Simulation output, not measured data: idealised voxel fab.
Name of the process module below: voxel quadruple lines
It is cross-section cut that appears here, measuring 215 nm in width, its square cells being 5 nm in size.
Square cells in a grid make up a cross-section in this document, and the grid is given as bands, listed from the top down, each one or more rows of cells. Heights first: top, then bottom, in nm. Then materials, left to right, each with a width in nm. "full width" on a single material: fills the band edge to edge. "blank": empty space. Height datum 0, below which the as-received substrate wafer is one material. Lowest band open at the bottom, running downward: "0 nm and below". The width entry "30..40" should be interpreted row by row: the top row of cells in the band takes the first number, the bottom row takes the second number, and the change between adjacent rows is uniform throughout. What does "changes: none" mean for a step? It means no cell of the cross-section changed in that step. "Encapsulated voids": sealed empty spaces, 8 cells or more, no open way to top, listed width x height at distance, with distance from the left edge and width, height and distance in nm. Whatever follows a step's settings on its line is a remark the simulator itself makes about that step. Steps that use a mask can have "overlay nm" on their line. It says how far the mask sat to the right of where it was meant to be. Negative means to the left.

Plan
- 1: RECEIVE [material Si]
- 2: CONFORMAL_DEP [material SiO2] [thk nm 10]
- 3: DIRECTIONAL_DEP [material Ru] [thk nm 15]
- 4: DIRECTIONAL_DEP [material polySi] [thk nm 15]
- 5: DIRECTIONAL_DEP [material aC] [thk nm 25]
- 6: PATTERN [tone cover] [mask id MANDREL] [material resist] [width nm 20] [pitch nm 60] [thk nm 35] [overlay nm 0]
- 7: DIRECTIONAL_ETCH [etch materials aC] [depth nm 25]
- 8: STRIP [etch materials resist]
- 9: CONFORMAL_DEP [material SiO2] [thk nm 10]
- 10: DIRECTIONAL_ETCH [etch materials SiO2] [depth nm 10]
- 11: STRIP [etch materials aC]
- 12: DIRECTIONAL_ETCH [etch materials polySi] [depth nm 15]
- 13: STRIP [etch materials SiO2]
- 14: CONFORMAL_DEP [material SiCN] [thk nm 5]
- 15: DIRECTIONAL_ETCH [etch materials SiCN] [depth nm 5]
- 16: STRIP [etch materials polySi]
- 17: DIRECTIONAL_ETCH [etch materials Ru] [depth nm 15]
- 18: STRIP [etch materials SiCN]
- 19: FILL_DEP [material lowk] [thk nm 10]
- 20: CMP [height nm 25]

First of the two wafers, run per plan

Wafer at receipt (post step 1), cross-section
    0 nm and below  Si full width
    Encapsulated voids: none

How the wafer stands in section after step 2
    10 nm to 0 nm  SiO2 full width
    Under 0: no change, same as before.

How the wafer stands in section after step 3
    25 nm to 10 nm  Ru full width
    Under 10: no change, same as before.

How the wafer stands in section after step 4
    40 nm to 25 nm  polySi full width
    Under 25: no change, same as before.

How the wafer stands in section after step 5
    65 nm to 40 nm  aC full width
    Under 40: no change, same as before.

How the wafer stands in section after step 6
    100 nm to 65 nm  65 of blank, 20 of resist, 40 of blank, 20 of resist, 70 of blank
    Under 65: no change, same as before.

How the wafer stands in section after step 7
    75 nm to 65 nm  65 of blank, 20 of resist, 40 of blank, 20 of resist, 70 of blank
    65 nm to 40 nm  65 of blank, 20 of aC, 40 of blank, 20 of aC, 70 of blank
    Under 40: no change, same as before.

How the wafer stands in section after step 8
    65 nm to 40 nm  65 of blank, 20 of aC, 40 of blank, 20 of aC, 70 of blank
    Under 40: no change, same as before.

How the wafer stands in section after step 9
    75 nm to 65 nm  55 of blank, 40 of SiO2, 20 of blank, 40 of SiO2, 60 of blank
    65 nm to 50 nm  55 of blank, 10 of SiO2, 20 of aC, 10 of SiO2, 20 of blank, 10 of SiO2, 20 of aC, 10 of SiO2, 60 of blank
    50 nm to 40 nm  65 of SiO2, 20 of aC, 40 of SiO2, 20 of aC, 70 of SiO2
    Under 40: no change, same as before.

How the wafer stands in section after step 10
    65 nm to 40 nm  55 of blank, 10 of SiO2, 20 of aC, 10 of SiO2, 20 of blank, 10 of SiO2, 20 of aC, 10 of SiO2, 60 of blank
    Under 40: no change, same as before.

How the wafer stands in section after step 11
    65 nm to 40 nm  55 of blank, 10 of SiO2, 20 of blank, 10 of SiO2, 20 of blank, 10 of SiO2, 20 of blank, 10 of SiO2, 60 of blank
    Under 40: no change, same as before.

How the wafer stands in section after step 12
    65 nm to 40 nm  55 of blank, 10 of SiO2, 20 of blank, 10 of SiO2, 20 of blank, 10 of SiO2, 20 of blank, 10 of SiO2, 60 of blank
    40 nm to 25 nm  55 of blank, 10 of polySi, 20 of blank, 10 of polySi, 20 of blank, 10 of polySi, 20 of blank, 10 of polySi, 60 of blank
    Under 25: no change, same as before.

How the wafer stands in section after step 13
    40 nm to 25 nm  55 of blank, 10 of polySi, 20 of blank, 10 of polySi, 20 of blank, 10 of polySi, 20 of blank, 10 of polySi, 60 of blank
    Under 25: no change, same as before.

How the wafer stands in section after step 14
    45 nm to 40 nm  50 of blank, 20 of SiCN, 10 of blank, 20 of SiCN, 10 of blank, 20 of SiCN, 10 of blank, 20 of SiCN, 55 of blank
    40 nm to 30 nm  50 of blank, 5 of SiCN, 10 of polySi, 5 of SiCN, 10 of blank, 5 of SiCN, 10 of polySi, 5 of SiCN, 10 of blank, 5 of SiCN, 10 of polySi, 5 of SiCN, 10 of blank, 5 of SiCN, 10 of polySi, 5 of SiCN, 55 of blank
    30 nm to 25 nm  55 of SiCN, 10 of polySi, 20 of SiCN, 10 of polySi, 20 of SiCN, 10 of polySi, 20 of SiCN, 10 of polySi, 60 of SiCN
    Under 25: no change, same as before.

How the wafer stands in section after step 15
    40 nm to 25 nm  50 of blank, 5 of SiCN, 10 of polySi, 5 of SiCN, 10 of blank, 5 of SiCN, 10 of polySi, 5 of SiCN, 10 of blank, 5 of SiCN, 10 of polySi, 5 of SiCN, 10 of blank, 5 of SiCN, 10 of polySi, 5 of SiCN, 55 of blank
    Under 25: no change, same as before.

How the wafer stands in section after step 16
    40 nm to 25 nm  50 of blank, 5 of SiCN, 10 of blank, 5 of SiCN, 10 of blank, 5 of SiCN, 10 of blank, 5 of SiCN, 10 of blank, 5 of SiCN, 10 of blank, 5 of SiCN, 10 of blank, 5 of SiCN, 10 of blank, 5 of SiCN, 55 of blank
    Under 25: no change, same as before.

How the wafer stands in section after step 17
    40 nm to 25 nm  50 of blank, 5 of SiCN, 10 of blank, 5 of SiCN, 10 of blank, 5 of SiCN, 10 of blank, 5 of SiCN, 10 of blank, 5 of SiCN, 10 of blank, 5 of SiCN, 10 of blank, 5 of SiCN, 10 of blank, 5 of SiCN, 55 of blank
    25 nm to 10 nm  50 of blank, 5 of Ru, 10 of blank, 5 of Ru, 10 of blank, 5 of Ru, 10 of blank, 5 of Ru, 10 of blank, 5 of Ru, 10 of blank, 5 of Ru, 10 of blank, 5 of Ru, 10 of blank, 5 of Ru, 55 of blank
    Under 10: no change, same as before.

How the wafer stands in section after step 18
    25 nm to 10 nm  50 of blank, 5 of Ru, 10 of blank, 5 of Ru, 10 of blank, 5 of Ru, 10 of blank, 5 of Ru, 10 of blank, 5 of Ru, 10 of blank, 5 of Ru, 10 of blank, 5 of Ru, 10 of blank, 5 of Ru, 55 of blank
    Under 10: no change, same as before.

How the wafer stands in section after step 19
    35 nm to 25 nm  lowk full width
    25 nm to 10 nm  50 of lowk, 5 of Ru, 10 of lowk, 5 of Ru, 10 of lowk, 5 of Ru, 10 of lowk, 5 of Ru, 10 of lowk, 5 of Ru, 10 of lowk, 5 of Ru, 10 of lowk, 5 of Ru, 10 of lowk, 5 of Ru, 55 of lowk
    Under 10: no change, same as before.

How the wafer stands in section after step 20
    25 nm to 10 nm  50 of lowk, 5 of Ru, 10 of lowk, 5 of Ru, 10 of lowk, 5 of Ru, 10 of lowk, 5 of Ru, 10 of lowk, 5 of Ru, 10 of lowk, 5 of Ru, 10 of lowk, 5 of Ru, 10 of lowk, 5 of Ru, 55 of lowk
    Under 10: no change, same as before.

Here the second wafer is described. Its start and its plan were those of the first wafer. Its run contained one mistake. Up to and including step 2, it did exactly what the first wafer did

Planned end of step 3: second wafer, cross-section
    25 nm to 10 nm  polySi full width
    Under 10: no change, same as before.

Planned end of step 4: second wafer, cross-section
    40 nm to 25 nm  Ru full width
    Under 25: no change, same as before.

Planned end of step 5: second wafer, cross-section
    65 nm to 40 nm  aC full width
    Under 40: no change, same as before.

Planned end of step 6: second wafer, cross-section
    100 nm to 65 nm  65 of blank, 20 of resist, 40 of blank, 20 of resist, 70 of blank
    Under 65: no change, same as before.

Planned end of step 7: second wafer, cross-section
    75 nm to 65 nm  65 of blank, 20 of resist, 40 of blank, 20 of resist, 70 of blank
    65 nm to 40 nm  65 of blank, 20 of aC, 40 of blank, 20 of aC, 70 of blank
    Under 40: no change, same as before.

Planned end of step 8: second wafer, cross-section
    65 nm to 40 nm  65 of blank, 20 of aC, 40 of blank, 20 of aC, 70 of blank
    Under 40: no change, same as before.

Planned end of step 9: second wafer, cross-section
    75 nm to 65 nm  55 of blank, 40 of SiO2, 20 of blank, 40 of SiO2, 60 of blank
    65 nm to 50 nm  55 of blank, 10 of SiO2, 20 of aC, 10 of SiO2, 20 of blank, 10 of SiO2, 20 of aC, 10 of SiO2, 60 of blank
    50 nm to 40 nm  65 of SiO2, 20 of aC, 40 of SiO2, 20 of aC, 70 of SiO2
    Under 40: no change, same as before.

Planned end of step 10: second wafer, cross-section
    65 nm to 40 nm  55 of blank, 10 of SiO2, 20 of aC, 10 of SiO2, 20 of blank, 10 of SiO2, 20 of aC, 10 of SiO2, 60 of blank
    Under 40: no change, same as before.

Planned end of step 11: second wafer, cross-section
    65 nm to 40 nm  55 of blank, 10 of SiO2, 20 of blank, 10 of SiO2, 20 of blank, 10 of SiO2, 20 of blank, 10 of SiO2, 60 of blank
    Under 40: no change, same as before.

Planned end of step 12: second wafer, cross-section: changes: none

Planned end of step 13: second wafer, cross-section
    40 nm to 25 nm  Ru full width
    Under 25: no change, same as before.

Planned end of step 14: second wafer, cross-section
    45 nm to 40 nm  SiCN full width
    Under 40: no change, same as before.

Planned end of step 15: second wafer, cross-section
    40 nm to 25 nm  Ru full width
    Under 25: no change, same as before.

Planned end of step 16: second wafer, cross-section: changes: none

Planned end of step 17: second wafer, cross-section
    25 nm to 10 nm  polySi full width
    Under 10: no change, same as before.

Planned end of step 18: second wafer, cross-section: changes: none

Planned end of step 19: second wafer, cross-section
    35 nm to 25 nm  lowk full width
    Under 25: no change, same as before.

Planned end of step 20: second wafer, cross-section
    25 nm to 10 nm  polySi full width
    Under 10: no change, same as before.
Diagnosis: the processing plan was not followed for steps 3 and 4, which were run with their positions exchanged
At the finish, the second wafer shows more or fewer cells for some materials than the first does: Ru -24, lowk -105, polySi +129
